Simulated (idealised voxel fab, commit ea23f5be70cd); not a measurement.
Process module under the name voxel spacer lines
Xsec cut, 295 nm wide, square cell size 5 nm.
Notation: cross-section as square-cell grid; stated in bands, top first, going down; one or more cell rows per band. Top, bottom (nm), then materials left to right with widths (nm); lone material tagged "full width" fills the whole band edge to edge; "empty" = empty space. Heights are reckoned from 0. Under this level, the received wafer is all of one material. The bottommost band is open-ended downward, for example "0 down". The width entry "30->40" should be interpreted row by row: the top row of cells in the band takes the first number, the bottom row takes the second number, and the change between adjacent rows is uniform throughout. What does "identical to before" mean for a step? It means no cell of the cross-section changed in that step. "Tabulated closed voids" - sealed voids, min. 8 cells, no opening to top; format: width x height at distance (distance from left edge; nm throughout). That trailing text on a step's line, after the settings, is the simulator's own remark on the step. For masked steps, "overlay nm" on the step line gives how far right of plan the mask actually lay; a minus sign means it lay to the left.
### Process steps - plan
1) RECEIVE: material Si
2) CONFORMAL_DEP: material Al2O3, thk nm 5
3) DIRECTIONAL_DEP: material polySi, thk nm 10
4) DIRECTIONAL_DEP: material aC, thk nm 25
5) PATTERN: tone cover, mask id MANDREL, material resist, width nm 20, pitch nm 60, thk nm 35, overlay nm 0
6) DIRECTIONAL_ETCH: etch materials aC, depth nm 25
7) STRIP: etch materials resist
8) CONFORMAL_DEP: material SiO2, thk nm 10
9) DIRECTIONAL_ETCH: etch materials SiO2, depth nm 10
10) STRIP: etch materials aC
11) DIRECTIONAL_ETCH: etch materials polySi, depth nm 10
12) STRIP: etch materials SiO2
13) FILL_DEP: material lowk, thk nm 5
14) CMP: height nm 15
### Wafer as received: cross-section following step 1
    0 down: Si full width
    Tabulated closed voids: none
### Cross-section: first of two wafers, module finished, run according to plan
    15 to 5: 65 of lowk / 10 of polySi / 20 of lowk / 10 of polySi / 20 of lowk / 10 of polySi / 20 of lowk / 10 of polySi / 20 of lowk / 10 of polySi / 20 of lowk / 10 of polySi / 70 of lowk
    5 to 0: Al2O3 full width
    0 down: Si full width
    Tabulated closed voids: none
### Cross-sectional view: second of two wafers, end of module; start and plan identical to the first, one mistake in running
    15 to 5: aC full width
    5 to 0: Al2O3 full width
    0 down: Si full width
    Tabulated closed voids: none
What went wrong in running the wafer? note: step 3 <-> step 4, run order reversed vs plan
Counted in cells at the end, the second wafer holds more or fewer of these materials than the first: aC: 118 more; lowk: 94 fewer; polySi: 24 fewer
